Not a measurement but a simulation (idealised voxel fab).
process module | voxel self aligned contacts
cross-section cut | 205 nm wide | cells 5 nm
A cross-section is a grid of square cells, given in bands from the top down. A band is one or more rows of cells.
Each band's line starts with the height of the band's top and of its bottom, in nm. Then come its materials from left to right, each with its width in nm. One material with "throughout" fills the band from edge to edge. "air" is empty space.
Height 0 is the level under which the wafer as received is all one material. The lowest band goes on downwards, as in "0 down".
A width such as "30 to 40" changes by the same amount from each row of cells to the next, from the band's top row to its bottom row.
"no change" after a step means that no cell of the cross-section changed.
closed voids: empty space of 8 cells or more with no open way to the top, each as width x height at its distance from the left edge, in nm
after a step's settings: what the simulator itself notes on the step
overlay nm, on a step with a mask: how far to the right of its planned place the mask lay; to the left if negative
plan
1 op RECEIVE | material Si
2 op CONFORMAL_DEP | material SiO2 | thk nm 5
3 op DIRECTIONAL_DEP | material polySi | thk nm 25
4 op DIRECTIONAL_DEP | material SiN | thk nm 20
5 op PATTERN | tone cover | mask id GATE | material resist | width nm 25 | pitch nm 50 | thk nm 15 | overlay nm -15
6 op DIRECTIONAL_ETCH | etch materials SiN | depth nm 20
7 op DIRECTIONAL_ETCH | etch materials polySi | depth nm 25
8 op STRIP | etch materials resist
9 op CONFORMAL_DEP | material SiN | thk nm 5
10 op DIRECTIONAL_ETCH | etch materials SiN | depth nm 5
11 op FILL_DEP | material SiO2 | thk nm 20
12 op CMP | height nm 60
13 op DIRECTIONAL_DEP | material aC | thk nm 15
14 op PATTERN | tone open | mask id CONTACT | material resist | width nm 35 | pitch nm 50 | thk nm 30 | overlay nm 0
15 op DIRECTIONAL_ETCH | etch materials aC | depth nm 15
16 op STRIP | etch materials resist
17 op DIRECTIONAL_ETCH | etch materials SiO2 | depth nm 60
18 op STRIP | etch materials aC
19 op CONFORMAL_DEP | material TiN | thk nm 5
20 op FILL_DEP | material W | thk nm 5
21 op CMP | height nm 60
22 op CONFORMAL_DEP | material SiN | thk nm 5
varied across the wafers: overlay nm of step 5. The plan shows the first wafer's value. All wafers start alike
first wafer as received, after step 1
  0 down: Si throughout
  closed voids: none
each wafer at the end: cells of each material gained (+) or lost (-) since it was received, then its closed voids
overlay nm -15 | +155 SiN | +235 SiO2 | +58 TiN | +10 W | +75 polySi | closed voids: none
overlay nm -10 | +155 SiN | +215 SiO2 | +58 TiN | +30 W | +75 polySi | closed voids: none
overlay nm -5 | +155 SiN | +215 SiO2 | +58 TiN | +30 W | +75 polySi | closed voids: none
overlay nm 0 | +155 SiN | +215 SiO2 | +58 TiN | +30 W | +75 polySi | closed voids: none
overlay nm 5 | +155 SiN | +215 SiO2 | +58 TiN | +30 W | +75 polySi | closed voids: none
overlay nm 10 | +155 SiN | +215 SiO2 | +58 TiN | +30 W | +75 polySi | closed voids: none
overlay nm 15 | +155 SiN | +235 SiO2 | +58 TiN | +10 W | +75 polySi | closed voids: none
